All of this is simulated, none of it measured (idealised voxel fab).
voxel wiring stack: a process module
Xsec cut, 200 nm wide, square cell size 5 nm.
This document writes a cross-section as a grid whose cells are square, and gives it as bands, listed from the top down; one or more rows of cells form a band. Quick guide to a band line: top height, bottom height (nm) up front; then every material left to right with its width in nm. Only one material and it's marked "all across"? Then it fills the band edge to edge. And "blank" just means empty space. For the purposes of this specification, 0 denotes the height below which the wafer in its as-received condition is composed wholly of one material, and the lowermost band, lacking a lower limit, extends downward without end, as expressed in "0 nm and below". The expression "30..40" gives the width at the extremes of the band, the first number at its top row of cells and the second at its bottom row, with the width changing by equal amounts from each row to the next in between. It should be understood that the words "everything unchanged", when stated for a given step, signify that the cross-section underwent no change in any of its cells during that step. Listed in "Closed void roster": every empty space of 8 or more cells without an open way to the top. Form: width x height at distance, the distance being from the left edge, all in nm. Step line, after settings: the simulator's comment on this step. Steps that use a mask can have "overlay nm" on their line. It says how far the mask sat to the right of where it was meant to be. Negative means to the left.
# The planned process steps are enumerated hereunder
1. RECEIVE: material Si
2. CONFORMAL_DEP: material SiO2, thk nm 15
3. DIRECTIONAL_DEP: material TiN, thk nm 5
4. DIRECTIONAL_DEP: material W, thk nm 25
5. PATTERN: tone cover, mask id METAL_1, material resist, width nm 25, pitch nm 55, thk nm 20, overlay nm 0
6. DIRECTIONAL_ETCH: etch materials W, depth nm 25
7. DIRECTIONAL_ETCH: etch materials TiN, depth nm 5
8. STRIP: etch materials resist
9. CONFORMAL_DEP: material SiCN, thk nm 5
10. FILL_DEP: material lowk, thk nm 5
11. CMP: height nm 45
12. CONFORMAL_DEP: material SiCN, thk nm 5
13. DIRECTIONAL_DEP: material lowk, thk nm 20
14. DIRECTIONAL_DEP: material aC, thk nm 15
15. PATTERN: tone open, mask id PLUG_1, material resist, width nm 15, thk nm 30, overlay nm 0
16. DIRECTIONAL_ETCH: etch materials aC, depth nm 15
17. STRIP: etch materials resist
18. DIRECTIONAL_ETCH: etch materials lowk, depth nm 20
19. DIRECTIONAL_ETCH: etch materials SiCN, depth nm 5
20. STRIP: etch materials aC
21. EPI: material Ru, thk nm 10
22. EPI: material Ru, thk nm 10
23. EPI: material Ru, thk nm 5
24. DIRECTIONAL_DEP: material TiN, thk nm 5
25. DIRECTIONAL_DEP: material Ru, thk nm 20
26. DIRECTIONAL_DEP: material aC, thk nm 15
27. PATTERN: tone cover, mask id METAL_2, material resist, width nm 25, pitch nm 55, thk nm 30, overlay nm 0
28. DIRECTIONAL_ETCH: etch materials aC, depth nm 15
29. STRIP: etch materials resist
30. DIRECTIONAL_ETCH: etch materials Ru, depth nm 20
31. DIRECTIONAL_ETCH: etch materials TiN, depth nm 5
32. STRIP: etch materials aC
33. CONFORMAL_DEP: material SiN, thk nm 5
34. FILL_DEP: material SiO2, thk nm 10
35. CMP: height nm 95
36. CONFORMAL_DEP: material SiCN, thk nm 5
37. DIRECTIONAL_DEP: material lowk, thk nm 10
38. DIRECTIONAL_DEP: material aC, thk nm 10
39. PATTERN: tone open, mask id PLUG_2, material resist, width nm 15, pitch nm 55, thk nm 25, overlay nm 0
40. DIRECTIONAL_ETCH: etch materials aC, depth nm 10
41. STRIP: etch materials resist
42. DIRECTIONAL_ETCH: etch materials lowk, depth nm 10
43. DIRECTIONAL_ETCH: etch materials SiCN, depth nm 5
44. STRIP: etch materials aC
45. CONFORMAL_DEP: material TiN, thk nm 5
46. FILL_DEP: material Ru, thk nm 10
47. CMP: height nm 110
48. CONFORMAL_DEP: material SiN, thk nm 5
49. DIRECTIONAL_DEP: material SiO2, thk nm 25
50. PATTERN: tone open, mask id METAL_3, material resist, width nm 25, pitch nm 55, thk nm 20, overlay nm 0
51. DIRECTIONAL_ETCH: etch materials SiO2, depth nm 25
52. DIRECTIONAL_ETCH: etch materials SiN, depth nm 5
53. STRIP: etch materials resist
54. CONFORMAL_DEP: material TiN, thk nm 5
55. FILL_DEP: material Cu, thk nm 10
56. CMP: height nm 140
57. CONFORMAL_DEP: material SiCN, thk nm 5
# The first wafer of two, processed as planned
# Incoming wafer, cross-sectional view, post step 1
0 nm and below | Si all across
Closed void roster: none
# Take a look at the wafer's cross-section after step 2
15 nm to 0 nm | SiO2 all across
Anything lower than 0 is untouched.
# Take a look at the wafer's cross-section after step 3
20 nm to 15 nm | TiN all across
Anything lower than 15 is untouched.
# Take a look at the wafer's cross-section after step 4
45 nm to 20 nm | W all across
Anything lower than 20 is untouched.
# Take a look at the wafer's cross-section after step 5
65 nm to 45 nm | blank 60 nm  resist 25 nm  blank 30 nm  resist 25 nm  blank 60 nm
Anything lower than 45 is untouched.
# Take a look at the wafer's cross-section after step 6
65 nm to 45 nm | blank 60 nm  resist 25 nm  blank 30 nm  resist 25 nm  blank 60 nm
45 nm to 20 nm | blank 60 nm  W 25 nm  blank 30 nm  W 25 nm  blank 60 nm
Anything lower than 20 is untouched.
# Take a look at the wafer's cross-section after step 7
65 nm to 45 nm | blank 60 nm  resist 25 nm  blank 30 nm  resist 25 nm  blank 60 nm
45 nm to 20 nm | blank 60 nm  W 25 nm  blank 30 nm  W 25 nm  blank 60 nm
20 nm to 15 nm | blank 60 nm  TiN 25 nm  blank 30 nm  TiN 25 nm  blank 60 nm
Anything lower than 15 is untouched.
# Take a look at the wafer's cross-section after step 8
45 nm to 20 nm | blank 60 nm  W 25 nm  blank 30 nm  W 25 nm  blank 60 nm
Anything lower than 20 is untouched.
# Take a look at the wafer's cross-section after step 9
50 nm to 45 nm | blank 55 nm  SiCN 35 nm  blank 20 nm  SiCN 35 nm  blank 55 nm
45 nm to 20 nm | blank 55 nm  SiCN 5 nm  W 25 nm  SiCN 5 nm  blank 20 nm  SiCN 5 nm  W 25 nm  SiCN 5 nm  blank 55 nm
20 nm to 15 nm | SiCN 60 nm  TiN 25 nm  SiCN 30 nm  TiN 25 nm  SiCN 60 nm
Anything lower than 15 is untouched.
# Take a look at the wafer's cross-section after step 10
55 nm to 50 nm | lowk all across
50 nm to 45 nm | lowk 55 nm  SiCN 35 nm  lowk 20 nm  SiCN 35 nm  lowk 55 nm
45 nm to 20 nm | lowk 55 nm  SiCN 5 nm  W 25 nm  SiCN 5 nm  lowk 20 nm  SiCN 5 nm  W 25 nm  SiCN 5 nm  lowk 55 nm
Anything lower than 20 is untouched.
# Take a look at the wafer's cross-section after step 11
45 nm to 20 nm | lowk 55 nm  SiCN 5 nm  W 25 nm  SiCN 5 nm  lowk 20 nm  SiCN 5 nm  W 25 nm  SiCN 5 nm  lowk 55 nm
Anything lower than 20 is untouched.
# Take a look at the wafer's cross-section after step 12
50 nm to 45 nm | SiCN all across
Anything lower than 45 is untouched.
# Take a look at the wafer's cross-section after step 13
70 nm to 50 nm | lowk all across
Anything lower than 50 is untouched.
# Take a look at the wafer's cross-section after step 14
85 nm to 70 nm | aC all across
Anything lower than 70 is untouched.
# Take a look at the wafer's cross-section after step 15
115 nm to 85 nm | resist 60 nm  blank 15 nm  resist 125 nm
Anything lower than 85 is untouched.
# Take a look at the wafer's cross-section after step 16
100 nm to 85 nm | resist 60 nm  blank 15 nm  resist 125 nm
85 nm to 70 nm | aC 60 nm  blank 15 nm  aC 125 nm
Anything lower than 70 is untouched.
# Take a look at the wafer's cross-section after step 17
85 nm to 70 nm | aC 60 nm  blank 15 nm  aC 125 nm
Anything lower than 70 is untouched.
# Take a look at the wafer's cross-section after step 18
85 nm to 70 nm | aC 60 nm  blank 15 nm  aC 125 nm
70 nm to 50 nm | lowk 60 nm  blank 15 nm  lowk 125 nm
Anything lower than 50 is untouched.
# Take a look at the wafer's cross-section after step 19
85 nm to 70 nm | aC 60 nm  blank 15 nm  aC 125 nm
70 nm to 50 nm | lowk 60 nm  blank 15 nm  lowk 125 nm
50 nm to 45 nm | SiCN 60 nm  blank 15 nm  SiCN 125 nm
Anything lower than 45 is untouched.
# Take a look at the wafer's cross-section after step 20
70 nm to 50 nm | lowk 60 nm  blank 15 nm  lowk 125 nm
Anything lower than 50 is untouched.
# Take a look at the wafer's cross-section after step 21
70 nm to 55 nm | lowk 60 nm  blank 15 nm  lowk 125 nm
55 nm to 50 nm | lowk 60 nm  Ru 15 nm  lowk 125 nm
50 nm to 45 nm | SiCN 60 nm  Ru 15 nm  SiCN 125 nm
Anything lower than 45 is untouched.
# Take a look at the wafer's cross-section after step 22
70 nm to 65 nm | lowk 60 nm  blank 15 nm  lowk 125 nm
65 nm to 50 nm | lowk 60 nm  Ru 15 nm  lowk 125 nm
Anything lower than 50 is untouched.
# Take a look at the wafer's cross-section after step 23
70 nm to 50 nm | lowk 60 nm  Ru 15 nm  lowk 125 nm
Anything lower than 50 is untouched.
# Take a look at the wafer's cross-section after step 24
75 nm to 70 nm | TiN all across
Anything lower than 70 is untouched.
# Take a look at the wafer's cross-section after step 25
95 nm to 75 nm | Ru all across
Anything lower than 75 is untouched.
# Take a look at the wafer's cross-section after step 26
110 nm to 95 nm | aC all across
Anything lower than 95 is untouched.
# Take a look at the wafer's cross-section after step 27
140 nm to 110 nm | blank 60 nm  resist 25 nm  blank 30 nm  resist 25 nm  blank 60 nm
Anything lower than 110 is untouched.
# Take a look at the wafer's cross-section after step 28
125 nm to 110 nm | blank 60 nm  resist 25 nm  blank 30 nm  resist 25 nm  blank 60 nm
110 nm to 95 nm | blank 60 nm  aC 25 nm  blank 30 nm  aC 25 nm  blank 60 nm
Anything lower than 95 is untouched.
# Take a look at the wafer's cross-section after step 29
110 nm to 95 nm | blank 60 nm  aC 25 nm  blank 30 nm  aC 25 nm  blank 60 nm
Anything lower than 95 is untouched.
# Take a look at the wafer's cross-section after step 30
110 nm to 95 nm | blank 60 nm  aC 25 nm  blank 30 nm  aC 25 nm  blank 60 nm
95 nm to 75 nm | blank 60 nm  Ru 25 nm  blank 30 nm  Ru 25 nm  blank 60 nm
Anything lower than 75 is untouched.
# Take a look at the wafer's cross-section after step 31
110 nm to 95 nm | blank 60 nm  aC 25 nm  blank 30 nm  aC 25 nm  blank 60 nm
95 nm to 75 nm | blank 60 nm  Ru 25 nm  blank 30 nm  Ru 25 nm  blank 60 nm
75 nm to 70 nm | blank 60 nm  TiN 25 nm  blank 30 nm  TiN 25 nm  blank 60 nm
Anything lower than 70 is untouched.
# Take a look at the wafer's cross-section after step 32
95 nm to 75 nm | blank 60 nm  Ru 25 nm  blank 30 nm  Ru 25 nm  blank 60 nm
Anything lower than 75 is untouched.
# Take a look at the wafer's cross-section after step 33
100 nm to 95 nm | blank 55 nm  SiN 35 nm  blank 20 nm  SiN 35 nm  blank 55 nm
95 nm to 75 nm | blank 55 nm  SiN 5 nm  Ru 25 nm  SiN 5 nm  blank 20 nm  SiN 5 nm  Ru 25 nm  SiN 5 nm  blank 55 nm
75 nm to 70 nm | SiN 60 nm  TiN 25 nm  SiN 30 nm  TiN 25 nm  SiN 60 nm
Anything lower than 70 is untouched.
# Take a look at the wafer's cross-section after step 34
110 nm to 100 nm | SiO2 all across
100 nm to 95 nm | SiO2 55 nm  SiN 35 nm  SiO2 20 nm  SiN 35 nm  SiO2 55 nm
95 nm to 75 nm | SiO2 55 nm  SiN 5 nm  Ru 25 nm  SiN 5 nm  SiO2 20 nm  SiN 5 nm  Ru 25 nm  SiN 5 nm  SiO2 55 nm
Anything lower than 75 is untouched.
# Take a look at the wafer's cross-section after step 35
95 nm to 75 nm | SiO2 55 nm  SiN 5 nm  Ru 25 nm  SiN 5 nm  SiO2 20 nm  SiN 5 nm  Ru 25 nm  SiN 5 nm  SiO2 55 nm
Anything lower than 75 is untouched.
# Take a look at the wafer's cross-section after step 36
100 nm to 95 nm | SiCN all across
Anything lower than 95 is untouched.
# Take a look at the wafer's cross-section after step 37
110 nm to 100 nm | lowk all across
Anything lower than 100 is untouched.
# Take a look at the wafer's cross-section after step 38
120 nm to 110 nm | aC all across
Anything lower than 110 is untouched.
# Take a look at the wafer's cross-section after step 39
145 nm to 120 nm | resist 60 nm  blank 15 nm  resist 40 nm  blank 15 nm  resist 70 nm
Anything lower than 120 is untouched.
# Take a look at the wafer's cross-section after step 40
135 nm to 120 nm | resist 60 nm  blank 15 nm  resist 40 nm  blank 15 nm  resist 70 nm
120 nm to 110 nm | aC 60 nm  blank 15 nm  aC 40 nm  blank 15 nm  aC 70 nm
Anything lower than 110 is untouched.
# Take a look at the wafer's cross-section after step 41
120 nm to 110 nm | aC 60 nm  blank 15 nm  aC 40 nm  blank 15 nm  aC 70 nm
Anything lower than 110 is untouched.
# Take a look at the wafer's cross-section after step 42
120 nm to 110 nm | aC 60 nm  blank 15 nm  aC 40 nm  blank 15 nm  aC 70 nm
110 nm to 100 nm | lowk 60 nm  blank 15 nm  lowk 40 nm  blank 15 nm  lowk 70 nm
Anything lower than 100 is untouched.
# Take a look at the wafer's cross-section after step 43
120 nm to 110 nm | aC 60 nm  blank 15 nm  aC 40 nm  blank 15 nm  aC 70 nm
110 nm to 100 nm | lowk 60 nm  blank 15 nm  lowk 40 nm  blank 15 nm  lowk 70 nm
100 nm to 95 nm | SiCN 60 nm  blank 15 nm  SiCN 40 nm  blank 15 nm  SiCN 70 nm
Anything lower than 95 is untouched.
# Take a look at the wafer's cross-section after step 44
110 nm to 100 nm | lowk 60 nm  blank 15 nm  lowk 40 nm  blank 15 nm  lowk 70 nm
Anything lower than 100 is untouched.
# Take a look at the wafer's cross-section after step 45
115 nm to 110 nm | TiN 65 nm  blank 5 nm  TiN 50 nm  blank 5 nm  TiN 75 nm
110 nm to 100 nm | lowk 60 nm  TiN 5 nm  blank 5 nm  TiN 5 nm  lowk 40 nm  TiN 5 nm  blank 5 nm  TiN 5 nm  lowk 70 nm
100 nm to 95 nm | SiCN 60 nm  TiN 15 nm  SiCN 40 nm  TiN 15 nm  SiCN 70 nm
Anything lower than 95 is untouched.
# Take a look at the wafer's cross-section after step 46
125 nm to 115 nm | Ru all across
115 nm to 110 nm | TiN 65 nm  Ru 5 nm  TiN 50 nm  Ru 5 nm  TiN 75 nm
110 nm to 100 nm | lowk 60 nm  TiN 5 nm  Ru 5 nm  TiN 5 nm  lowk 40 nm  TiN 5 nm  Ru 5 nm  TiN 5 nm  lowk 70 nm
Anything lower than 100 is untouched.
# Take a look at the wafer's cross-section after step 47
110 nm to 100 nm | lowk 60 nm  TiN 5 nm  Ru 5 nm  TiN 5 nm  lowk 40 nm  TiN 5 nm  Ru 5 nm  TiN 5 nm  lowk 70 nm
Anything lower than 100 is untouched.
# Take a look at the wafer's cross-section after step 48
115 nm to 110 nm | SiN all across
Anything lower than 110 is untouched.
# Take a look at the wafer's cross-section after step 49
140 nm to 115 nm | SiO2 all across
Anything lower than 115 is untouched.
# Take a look at the wafer's cross-section after step 50
160 nm to 140 nm | resist 60 nm  blank 25 nm  resist 30 nm  blank 25 nm  resist 60 nm
Anything lower than 140 is untouched.
# Take a look at the wafer's cross-section after step 51
160 nm to 140 nm | resist 60 nm  blank 25 nm  resist 30 nm  blank 25 nm  resist 60 nm
140 nm to 115 nm | SiO2 60 nm  blank 25 nm  SiO2 30 nm  blank 25 nm  SiO2 60 nm
Anything lower than 115 is untouched.
# Take a look at the wafer's cross-section after step 52
160 nm to 140 nm | resist 60 nm  blank 25 nm  resist 30 nm  blank 25 nm  resist 60 nm
140 nm to 115 nm | SiO2 60 nm  blank 25 nm  SiO2 30 nm  blank 25 nm  SiO2 60 nm
115 nm to 110 nm | SiN 60 nm  blank 25 nm  SiN 30 nm  blank 25 nm  SiN 60 nm
Anything lower than 110 is untouched.
# Take a look at the wafer's cross-section after step 53
140 nm to 115 nm | SiO2 60 nm  blank 25 nm  SiO2 30 nm  blank 25 nm  SiO2 60 nm
Anything lower than 115 is untouched.
# Take a look at the wafer's cross-section after step 54
145 nm to 140 nm | TiN 65 nm  blank 15 nm  TiN 40 nm  blank 15 nm  TiN 65 nm
140 nm to 115 nm | SiO2 60 nm  TiN 5 nm  blank 15 nm  TiN 5 nm  SiO2 30 nm  TiN 5 nm  blank 15 nm  TiN 5 nm  SiO2 60 nm
115 nm to 110 nm | SiN 60 nm  TiN 25 nm  SiN 30 nm  TiN 25 nm  SiN 60 nm
Anything lower than 110 is untouched.
# Take a look at the wafer's cross-section after step 55
155 nm to 145 nm | Cu all across
145 nm to 140 nm | TiN 65 nm  Cu 15 nm  TiN 40 nm  Cu 15 nm  TiN 65 nm
140 nm to 115 nm | SiO2 60 nm  TiN 5 nm  Cu 15 nm  TiN 5 nm  SiO2 30 nm  TiN 5 nm  Cu 15 nm  TiN 5 nm  SiO2 60 nm
Anything lower than 115 is untouched.
# Take a look at the wafer's cross-section after step 56
140 nm to 115 nm | SiO2 60 nm  TiN 5 nm  Cu 15 nm  TiN 5 nm  SiO2 30 nm  TiN 5 nm  Cu 15 nm  TiN 5 nm  SiO2 60 nm
Anything lower than 115 is untouched.
# Take a look at the wafer's cross-section after step 57
145 nm to 140 nm | SiCN all across
Anything lower than 140 is untouched.
# It is to be noted that the second wafer proceeded from the same initial state and according to the same plan as the first, although one mistake was committed in its execution; through step 55, inclusive, the two wafers share an identical history
# Second wafer at the planned finish of step 56, seen in cross-section
145 nm to 140 nm | TiN 65 nm  Cu 15 nm  TiN 40 nm  Cu 15 nm  TiN 65 nm
Anything lower than 140 is untouched.
# Second wafer at the planned finish of step 57, seen in cross-section
150 nm to 145 nm | SiCN all across
Anything lower than 145 is untouched.
Against the plan, the run slipped here: planned and actual differ for step 56; actual: CMP: height nm 145
Final comparison by cell count, materials where the second wafer has more or fewer than the first: +6 Cu; +34 TiN
